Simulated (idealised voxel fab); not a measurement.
This section sets out a process module, namely voxel trench capacitor.
Shown is cross-section cut, with a width of 245 nm and square cells of size 5 nm.
A cross-section is a grid of square cells, given in bands from the top down. A band is one or more rows of cells. Quick guide to a band line: top height, bottom height (nm) up front; then every material left to right with its width in nm. Only one material and it's marked "throughout"? Then it fills the band edge to edge. And "blank" just means empty space. Measure heights from 0. That's the level where, below it, the as-received wafer is all one material. The lowest band is bottomless and extends downward; write it as in "0 -> down". Read "30 to 40" as a graded width: first number on top, second number at the bottom, same change between each pair of neighbouring rows. A step reported as "no modification" is a step in which no cell of the cross-section changed. "Enclosed internal voids": empty spaces of 8 cells or more with no open way to the top, each given as width x height at distance, distance from the left edge, all in nm. Heads up: the bit after the settings on a step's line is the simulator's remark on that step. For masked steps, "overlay nm" on the step line gives how far right of plan the mask actually lay; a minus sign means it lay to the left.

This section lists the process steps that were planned:
1. RECEIVE (material Si)
2. CONFORMAL_DEP (material SiN; thk nm 10)
3. PATTERN (tone open; mask id TRENCH; material resist; width nm 25; pitch nm 55; thk nm 20; overlay nm 0)
4. DIRECTIONAL_ETCH (etch materials SiN; depth nm 10)
5. DIRECTIONAL_ETCH (etch materials Si; depth nm 25)
6. STRIP (etch materials resist)
7. CONFORMAL_DEP (material Al2O3; thk nm 5)
8. CONFORMAL_DEP (material TiN; thk nm 5)
9. FILL_DEP (material W; thk nm 10)
10. CMP (height nm 10)

First out of two wafers; run went to plan:

Wafer as received: cross-section following step 1:
0 -> down = Si throughout
Enclosed internal voids: none

You're looking at a cross-section of the wafer after step 2:
10 -> 0 = SiN throughout
Under the height 0 nothing was changed.

You're looking at a cross-section of the wafer after step 3:
30 -> 10 = resist: 55 | blank: 25 | resist: 30 | blank: 25 | resist: 30 | blank: 25 | resist: 55
Under the height 10 nothing was changed.

You're looking at a cross-section of the wafer after step 4:
30 -> 10 = resist: 55 | blank: 25 | resist: 30 | blank: 25 | resist: 30 | blank: 25 | resist: 55
10 -> 0 = SiN: 55 | blank: 25 | SiN: 30 | blank: 25 | SiN: 30 | blank: 25 | SiN: 55
Under the height 0 nothing was changed.

You're looking at a cross-section of the wafer after step 5:
30 -> 10 = resist: 55 | blank: 25 | resist: 30 | blank: 25 | resist: 30 | blank: 25 | resist: 55
10 -> 0 = SiN: 55 | blank: 25 | SiN: 30 | blank: 25 | SiN: 30 | blank: 25 | SiN: 55
0 -> -25 = Si: 55 | blank: 25 | Si: 30 | blank: 25 | Si: 30 | blank: 25 | Si: 55
Under the height -25 nothing was changed.

You're looking at a cross-section of the wafer after step 6:
10 -> 0 = SiN: 55 | blank: 25 | SiN: 30 | blank: 25 | SiN: 30 | blank: 25 | SiN: 55
Under the height 0 nothing was changed.

You're looking at a cross-section of the wafer after step 7:
15 -> 10 = Al2O3: 60 | blank: 15 | Al2O3: 40 | blank: 15 | Al2O3: 40 | blank: 15 | Al2O3: 60
10 -> 0 = SiN: 55 | Al2O3: 5 | blank: 15 | Al2O3: 5 | SiN: 30 | Al2O3: 5 | blank: 15 | Al2O3: 5 | SiN: 30 | Al2O3: 5 | blank: 15 | Al2O3: 5 | SiN: 55
0 -> -20 = Si: 55 | Al2O3: 5 | blank: 15 | Al2O3: 5 | Si: 30 | Al2O3: 5 | blank: 15 | Al2O3: 5 | Si: 30 | Al2O3: 5 | blank: 15 | Al2O3: 5 | Si: 55
-20 -> -25 = Si: 55 | Al2O3: 25 | Si: 30 | Al2O3: 25 | Si: 30 | Al2O3: 25 | Si: 55
Under the height -25 nothing was changed.

You're looking at a cross-section of the wafer after step 8:
20 -> 15 = TiN: 65 | blank: 5 | TiN: 50 | blank: 5 | TiN: 50 | blank: 5 | TiN: 65
15 -> 10 = Al2O3: 60 | TiN: 5 | blank: 5 | TiN: 5 | Al2O3: 40 | TiN: 5 | blank: 5 | TiN: 5 | Al2O3: 40 | TiN: 5 | blank: 5 | TiN: 5 | Al2O3: 60
10 -> 0 = SiN: 55 | Al2O3: 5 | TiN: 5 | blank: 5 | TiN: 5 | Al2O3: 5 | SiN: 30 | Al2O3: 5 | TiN: 5 | blank: 5 | TiN: 5 | Al2O3: 5 | SiN: 30 | Al2O3: 5 | TiN: 5 | blank: 5 | TiN: 5 | Al2O3: 5 | SiN: 55
0 -> -15 = Si: 55 | Al2O3: 5 | TiN: 5 | blank: 5 | TiN: 5 | Al2O3: 5 | Si: 30 | Al2O3: 5 | TiN: 5 | blank: 5 | TiN: 5 | Al2O3: 5 | Si: 30 | Al2O3: 5 | TiN: 5 | blank: 5 | TiN: 5 | Al2O3: 5 | Si: 55
-15 -> -20 = Si: 55 | Al2O3: 5 | TiN: 15 | Al2O3: 5 | Si: 30 | Al2O3: 5 | TiN: 15 | Al2O3: 5 | Si: 30 | Al2O3: 5 | TiN: 15 | Al2O3: 5 | Si: 55
Under the height -20 nothing was changed.

You're looking at a cross-section of the wafer after step 9:
30 -> 20 = W throughout
20 -> 15 = TiN: 65 | W: 5 | TiN: 50 | W: 5 | TiN: 50 | W: 5 | TiN: 65
15 -> 10 = Al2O3: 60 | TiN: 5 | W: 5 | TiN: 5 | Al2O3: 40 | TiN: 5 | W: 5 | TiN: 5 | Al2O3: 40 | TiN: 5 | W: 5 | TiN: 5 | Al2O3: 60
10 -> 0 = SiN: 55 | Al2O3: 5 | TiN: 5 | W: 5 | TiN: 5 | Al2O3: 5 | SiN: 30 | Al2O3: 5 | TiN: 5 | W: 5 | TiN: 5 | Al2O3: 5 | SiN: 30 | Al2O3: 5 | TiN: 5 | W: 5 | TiN: 5 | Al2O3: 5 | SiN: 55
0 -> -15 = Si: 55 | Al2O3: 5 | TiN: 5 | W: 5 | TiN: 5 | Al2O3: 5 | Si: 30 | Al2O3: 5 | TiN: 5 | W: 5 | TiN: 5 | Al2O3: 5 | Si: 30 | Al2O3: 5 | TiN: 5 | W: 5 | TiN: 5 | Al2O3: 5 | Si: 55
Under the height -15 nothing was changed.

You're looking at a cross-section of the wafer after step 10:
10 -> 0 = SiN: 55 | Al2O3: 5 | TiN: 5 | W: 5 | TiN: 5 | Al2O3: 5 | SiN: 30 | Al2O3: 5 | TiN: 5 | W: 5 | TiN: 5 | Al2O3: 5 | SiN: 30 | Al2O3: 5 | TiN: 5 | W: 5 | TiN: 5 | Al2O3: 5 | SiN: 55
Under the height 0 nothing was changed.

Second wafer, same starting state and plan as the first, one mistake in the run, identical through step 2:

Cross-section, second wafer, at the end time the plan gives for step 3:
30 -> 10 = blank: 55 | resist: 25 | blank: 30 | resist: 25 | blank: 30 | resist: 25 | blank: 55
Under the height 10 nothing was changed.

Cross-section, second wafer, at the end time the plan gives for step 4:
30 -> 10 = blank: 55 | resist: 25 | blank: 30 | resist: 25 | blank: 30 | resist: 25 | blank: 55
10 -> 0 = blank: 55 | SiN: 25 | blank: 30 | SiN: 25 | blank: 30 | SiN: 25 | blank: 55
Under the height 0 nothing was changed.

Cross-section, second wafer, at the end time the plan gives for step 5:
30 -> 10 = blank: 55 | resist: 25 | blank: 30 | resist: 25 | blank: 30 | resist: 25 | blank: 55
10 -> 0 = blank: 55 | SiN: 25 | blank: 30 | SiN: 25 | blank: 30 | SiN: 25 | blank: 55
0 -> -25 = blank: 55 | Si: 25 | blank: 30 | Si: 25 | blank: 30 | Si: 25 | blank: 55
Under the height -25 nothing was changed.

Cross-section, second wafer, at the end time the plan gives for step 6:
10 -> 0 = blank: 55 | SiN: 25 | blank: 30 | SiN: 25 | blank: 30 | SiN: 25 | blank: 55
Under the height 0 nothing was changed.

Cross-section, second wafer, at the end time the plan gives for step 7:
15 -> 10 = blank: 50 | Al2O3: 35 | blank: 20 | Al2O3: 35 | blank: 20 | Al2O3: 35 | blank: 50
10 -> 0 = blank: 50 | Al2O3: 5 | SiN: 25 | Al2O3: 5 | blank: 20 | Al2O3: 5 | SiN: 25 | Al2O3: 5 | blank: 20 | Al2O3: 5 | SiN: 25 | Al2O3: 5 | blank: 50
0 -> -20 = blank: 50 | Al2O3: 5 | Si: 25 | Al2O3: 5 | blank: 20 | Al2O3: 5 | Si: 25 | Al2O3: 5 | blank: 20 | Al2O3: 5 | Si: 25 | Al2O3: 5 | blank: 50
-20 -> -25 = Al2O3: 55 | Si: 25 | Al2O3: 30 | Si: 25 | Al2O3: 30 | Si: 25 | Al2O3: 55
Under the height -25 nothing was changed.

Cross-section, second wafer, at the end time the plan gives for step 8:
20 -> 15 = blank: 45 | TiN: 45 | blank: 10 | TiN: 45 | blank: 10 | TiN: 45 | blank: 45
15 -> 10 = blank: 45 | TiN: 5 | Al2O3: 35 | TiN: 5 | blank: 10 | TiN: 5 | Al2O3: 35 | TiN: 5 | blank: 10 | TiN: 5 | Al2O3: 35 | TiN: 5 | blank: 45
10 -> 0 = blank: 45 | TiN: 5 | Al2O3: 5 | SiN: 25 | Al2O3: 5 | TiN: 5 | blank: 10 | TiN: 5 | Al2O3: 5 | SiN: 25 | Al2O3: 5 | TiN: 5 | blank: 10 | TiN: 5 | Al2O3: 5 | SiN: 25 | Al2O3: 5 | TiN: 5 | blank: 45
0 -> -15 = blank: 45 | TiN: 5 | Al2O3: 5 | Si: 25 | Al2O3: 5 | TiN: 5 | blank: 10 | TiN: 5 | Al2O3: 5 | Si: 25 | Al2O3: 5 | TiN: 5 | blank: 10 | TiN: 5 | Al2O3: 5 | Si: 25 | Al2O3: 5 | TiN: 5 | blank: 45
-15 -> -20 = TiN: 50 | Al2O3: 5 | Si: 25 | Al2O3: 5 | TiN: 20 | Al2O3: 5 | Si: 25 | Al2O3: 5 | TiN: 20 | Al2O3: 5 | Si: 25 | Al2O3: 5 | TiN: 50
Under the height -20 nothing was changed.

Cross-section, second wafer, at the end time the plan gives for step 9:
30 -> 20 = W throughout
20 -> 15 = W: 45 | TiN: 45 | W: 10 | TiN: 45 | W: 10 | TiN: 45 | W: 45
15 -> 10 = W: 45 | TiN: 5 | Al2O3: 35 | TiN: 5 | W: 10 | TiN: 5 | Al2O3: 35 | TiN: 5 | W: 10 | TiN: 5 | Al2O3: 35 | TiN: 5 | W: 45
10 -> 0 = W: 45 | TiN: 5 | Al2O3: 5 | SiN: 25 | Al2O3: 5 | TiN: 5 | W: 10 | TiN: 5 | Al2O3: 5 | SiN: 25 | Al2O3: 5 | TiN: 5 | W: 10 | TiN: 5 | Al2O3: 5 | SiN: 25 | Al2O3: 5 | TiN: 5 | W: 45
0 -> -15 = W: 45 | TiN: 5 | Al2O3: 5 | Si: 25 | Al2O3: 5 | TiN: 5 | W: 10 | TiN: 5 | Al2O3: 5 | Si: 25 | Al2O3: 5 | TiN: 5 | W: 10 | TiN: 5 | Al2O3: 5 | Si: 25 | Al2O3: 5 | TiN: 5 | W: 45
Under the height -15 nothing was changed.

Cross-section, second wafer, at the end time the plan gives for step 10:
10 -> 0 = W: 45 | TiN: 5 | Al2O3: 5 | SiN: 25 | Al2O3: 5 | TiN: 5 | W: 10 | TiN: 5 | Al2O3: 5 | SiN: 25 | Al2O3: 5 | TiN: 5 | W: 10 | TiN: 5 | Al2O3: 5 | SiN: 25 | Al2O3: 5 | TiN: 5 | W: 45
Under the height 0 nothing was changed.
Deviation noted in wafer processing: note that step 3 departed from the planned setting and was carried out as PATTERN (tone cover; mask id TRENCH; material resist; width nm 25; pitch nm 55; thk nm 20; overlay nm 0)
Wrapping up, a cell-based count of both wafers puts the second over or under the first for these materials: Al2O3 +19; Si -95; SiN -38; TiN +19; W +95
